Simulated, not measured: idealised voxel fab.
Module name: voxel transistor to metal (process module)
This is section cut - it's 205 nm across, gridded in 5 nm square cells.
The cross-sections in this document take the form of a grid made of square cells. They are written out as bands, in order from top to bottom. Each band consists of one or more rows of cells.
The entry gives the band's vertical extent as a top height and a bottom height in nm, then its horizontal make-up as materials from left to right, each with a width in nm. "air" stands for empty space; a single material marked "edge to edge" fills the band edge to edge.
Heights from 0 (as-received wafer is one material below). Bottom band endless downward, as "from 0 down".
Top row gets the first number, bottom row gets the second, and each row in between changes by the same step: that is how a band width like "30 to 40" works.
Basically "no alterations made" means that step didn't change any cell in the cross-section.
"Unvented internal voids" contains a list of empty spaces, each no smaller than 8 cells and without an open way to the top, written in the form width x height at distance with the distance from the left edge and all three in nm.
What comes after the settings on a step's line is commentary from the simulator itself on that step.
You can add "overlay nm" to a step's line. For a step with a mask, it describes how far the mask lay to the right of its planned position, and a negative number describes a lay to the left.

# Here's what the planned process steps look like
1,RECEIVE: material Si
2,OXIDIZE: depth nm 5
3,CONFORMAL_DEP: material SiN, thk nm 15
4,DIRECTIONAL_DEP: material aC, thk nm 10
5,PATTERN: tone cover, mask id ACTIVE, material resist, width nm 105, thk nm 30, overlay nm 0
6,DIRECTIONAL_ETCH: etch materials aC, depth nm 10
7,STRIP: etch materials resist
8,DIRECTIONAL_ETCH: etch materials SiN, depth nm 15
9,DIRECTIONAL_ETCH: etch materials SiO2, depth nm 5
10,DIRECTIONAL_ETCH: etch materials Si, depth nm 35
11,STRIP: etch materials aC
12,FILL_DEP: material SiO2, thk nm 15
13,CMP: height nm 15
14,SELECTIVE_ETCH: etch materials SiO2, depth nm 5
15,STRIP: etch materials SiN
16,SELECTIVE_ETCH: etch materials SiO2, depth nm 5
17,OXIDIZE: depth nm 5
18,DIRECTIONAL_DEP: material polySi, thk nm 25
19,DIRECTIONAL_DEP: material SiCN, thk nm 15
20,MASKED_ETCH: tone cover, mask id GATE, width nm 25, etch materials SiCN, depth nm 25, overlay nm 0
21,MASKED_ETCH: tone cover, mask id GATE, width nm 25, etch materials polySi, depth nm 35, overlay nm 0
22,CONFORMAL_DEP: material SiN, thk nm 5
23,DIRECTIONAL_ETCH: etch materials SiN, depth nm 5
24,DIRECTIONAL_ETCH: etch materials SiO2, depth nm 5
25,EPI: material SiGe, thk nm 5
26,FILL_DEP: material SiO2, thk nm 5
27,CMP: height nm 35
28,DIRECTIONAL_DEP: material SiO2, thk nm 10
29,MASKED_ETCH: tone open, mask id CONTACT, width nm 30, pitch nm 65, etch materials SiO2, depth nm 50, overlay nm 0
30,CONFORMAL_DEP: material TiN, thk nm 5
31,FILL_DEP: material W, thk nm 5
32,CMP: height nm 45
33,DIRECTIONAL_DEP: material TiN, thk nm 5
34,DIRECTIONAL_DEP: material W, thk nm 25
35,MASKED_ETCH: tone cover, mask id METAL_1, width nm 15, pitch nm 80, etch materials W, depth nm 25, overlay nm 0
36,MASKED_ETCH: tone cover, mask id METAL_1, width nm 15, pitch nm 80, etch materials TiN, depth nm 5, overlay nm 0
37,FILL_DEP: material lowk, thk nm 5
38,CMP: height nm 75
39,CONFORMAL_DEP: material SiCN, thk nm 5
40,DIRECTIONAL_DEP: material lowk, thk nm 25
41,DIRECTIONAL_DEP: material aC, thk nm 15
42,PATTERN: tone open, mask id METAL_2, material resist, width nm 15, pitch nm 80, thk nm 30, overlay nm 0
43,DIRECTIONAL_ETCH: etch materials aC, depth nm 15
44,STRIP: etch materials resist
45,DIRECTIONAL_ETCH: etch materials lowk, depth nm 15
46,STRIP: etch materials aC
47,DIRECTIONAL_DEP: material aC, thk nm 10
48,PATTERN: tone open, mask id METAL_2_HOLES, material resist, width nm 15, pitch nm 80, thk nm 30, overlay nm 0
49,DIRECTIONAL_ETCH: etch materials aC, depth nm 10
50,STRIP: etch materials resist
51,DIRECTIONAL_ETCH: etch materials lowk, depth nm 10
52,DIRECTIONAL_ETCH: etch materials SiCN, depth nm 5
53,STRIP: etch materials aC
54,CONFORMAL_DEP: material TiN, thk nm 5
55,FILL_DEP: material Cu, thk nm 5
56,CMP: height nm 105
57,CONFORMAL_DEP: material SiCN, thk nm 5

# Incoming wafer, cross-sectional view, post step 1
- from 0 down | Si edge to edge
- Unvented internal voids: none

# Wafer cross-section at module end: first of two, run to plan
- from 110 to 105 | SiCN edge to edge
- from 105 to 80 | lowk=55; TiN=5; Cu=5; TiN=5; lowk=65; TiN=5; Cu=5; TiN=5; lowk=55
- from 80 to 75 | SiCN=55; TiN=15; SiCN=65; TiN=15; SiCN=55
- from 75 to 50 | lowk=55; W=15; lowk=65; W=15; lowk=55
- from 50 to 45 | lowk=55; TiN=15; lowk=65; TiN=15; lowk=55
- from 45 to 35 | SiO2=55; TiN=5; W=20; TiN=5; SiO2=35; TiN=5; W=20; TiN=5; SiO2=55
- from 35 to 20 | SiO2=55; TiN=5; W=20; TiN=5; SiN=5; SiCN=25; SiN=5; TiN=5; W=20; TiN=5; SiO2=55
- from 20 to 5 | SiO2=55; TiN=5; W=20; TiN=5; SiN=5; polySi=25; SiN=5; TiN=5; W=20; TiN=5; SiO2=55
- from 5 to 0 | SiO2=45; SiN=5; SiO2=5; TiN=5; W=20; TiN=5; SiN=5; polySi=25; SiN=5; TiN=5; W=20; TiN=5; SiO2=5; SiN=5; SiO2=45
- from 0 to -5 | SiO2=45; SiN=5; SiO2=5; TiN=30; SiN=5; polySi=25; SiN=5; TiN=30; SiO2=5; SiN=5; SiO2=45
- from -5 to -10 | SiO2=50; SiGe=35; SiO2=35; SiGe=35; SiO2=50
- from -10 to -40 | SiO2=50; Si=105; SiO2=50
- from -40 down | Si edge to edge
- Unvented internal voids: none

# Cross-section, wafer two of two, end of module: same start and plan as wafer one, one error in execution
- from 110 to 105 | SiCN edge to edge
- from 105 to 80 | lowk=55; TiN=5; Cu=5; TiN=5; lowk=65; TiN=5; Cu=5; TiN=5; lowk=55
- from 80 to 75 | SiCN=55; TiN=15; SiCN=65; TiN=15; SiCN=55
- from 75 to 50 | lowk=55; W=15; lowk=65; W=15; lowk=55
- from 50 to 45 | lowk=55; TiN=15; lowk=65; TiN=15; lowk=55
- from 45 to 35 | SiO2=55; TiN=5; W=20; TiN=5; SiO2=35; TiN=5; W=20; TiN=5; SiO2=55
- from 35 to 25 | SiO2=55; TiN=5; W=20; TiN=5; SiN=5; SiCN=25; SiN=5; TiN=5; W=20; TiN=5; SiO2=55
- from 25 to 5 | SiO2=55; TiN=5; W=20; TiN=5; SiN=5; polySi=25; SiN=5; TiN=5; W=20; TiN=5; SiO2=55
- from 5 to 0 | SiO2=50; SiN=5; TiN=30; SiN=5; polySi=25; SiN=5; TiN=30; SiN=5; SiO2=50
- from 0 to -5 | SiO2=55; SiGe=30; SiO2=35; SiGe=30; SiO2=55
- from -5 to -40 | SiO2=50; Si=105; SiO2=50
- from -40 down | Si edge to edge
- Unvented internal voids: none
Plan not followed: plan steps 15 and 16 run swapped
Count the cells at the end and the second wafer has more or fewer of some materials than the first: Si: 21 more | SiCN: 5 fewer | SiGe: 2 fewer | SiN: 4 fewer | SiO2: 2 more | TiN: 4 fewer | W: 8 fewer
